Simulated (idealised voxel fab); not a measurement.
Presented below is a process module, voxel fin reveal.
Square cell edge 5 nm, section width 150 nm, ID cut.
Bands, listed from the top down, are how a cross-section gets written in this document; the cross-section itself is a grid of square cells, and a band is one or more rows of them. Top height, bottom height, nm. Materials left to right, width each, nm. Single material + "all across" = fills band edge to edge. "blank" = empty. The reference from which all heights are counted is 0, the level beneath which the as-received wafer is entirely one material; the lowest band, having no lower bound, proceeds downward and is written after the example "top 0, no bottom". The two numbers in a width such as "30->40" mark its ends across the band: the first belongs to the top row of cells, the second to the bottom row, and from each row to the next the width moves by the same amount. Where the words "all unchanged" appear for a step, the cross-section shows no cell changed by that step; every cell remained as before. Under "Closed-off voids" you'll find the enclosed gaps, the ones with no way out to the top, that are 8 cells or bigger; each reads width x height at distance, with distance counted from the left edge, everything in nm. That trailing text on a step's line, after the settings, is the simulator's own remark on the step. overlay nm: where the mask lay relative to plan, measured to the right, on steps with a mask; negatives go left.

plan
1) op RECEIVE | material Si
2) op CONFORMAL_DEP | material SiN | thk nm 10
3) op DIRECTIONAL_DEP | material aC | thk nm 10
4) op PATTERN | tone cover | mask id FINS | material resist | width nm 15 | pitch nm 40 | thk nm 25 | overlay nm 0
5) op DIRECTIONAL_ETCH | etch materials aC | depth nm 5
6) op STRIP | etch materials resist
7) op DIRECTIONAL_ETCH | etch materials SiN | depth nm 10
8) op DIRECTIONAL_ETCH | etch materials Si | depth nm 40
9) op STRIP | etch materials aC
10) op FILL_DEP | material SiO2 | thk nm 5
11) op CMP | height nm 10
12) op SELECTIVE_ETCH | etch materials SiO2 | depth nm 25
13) op STRIP | etch materials SiN
The wafers are alike at the start. At step 5, their depth nm differs. The plan lists the first wafer's value.

Cross-sectional view of the first of several wafers in the as-received condition, corresponding to the state following step 1
- top 0, no bottom: Si all across
- Closed-off voids: none

Below is a per-wafer table. In it, each row describes the wafer at the end of the module by giving, for each material, the number of cells gained (+) or lost (-) since the wafer was received, and after that the closed voids of the wafer
depth nm 5; no cross-section cell was altered; Closed-off voids: none
depth nm 10; -192 Si; +120 SiO2; Closed-off voids: none
depth nm 15; -192 Si; +120 SiO2; Closed-off voids: none
depth nm 20; -192 Si; +120 SiO2; Closed-off voids: none
depth nm 25; -192 Si; +120 SiO2; Closed-off voids: none
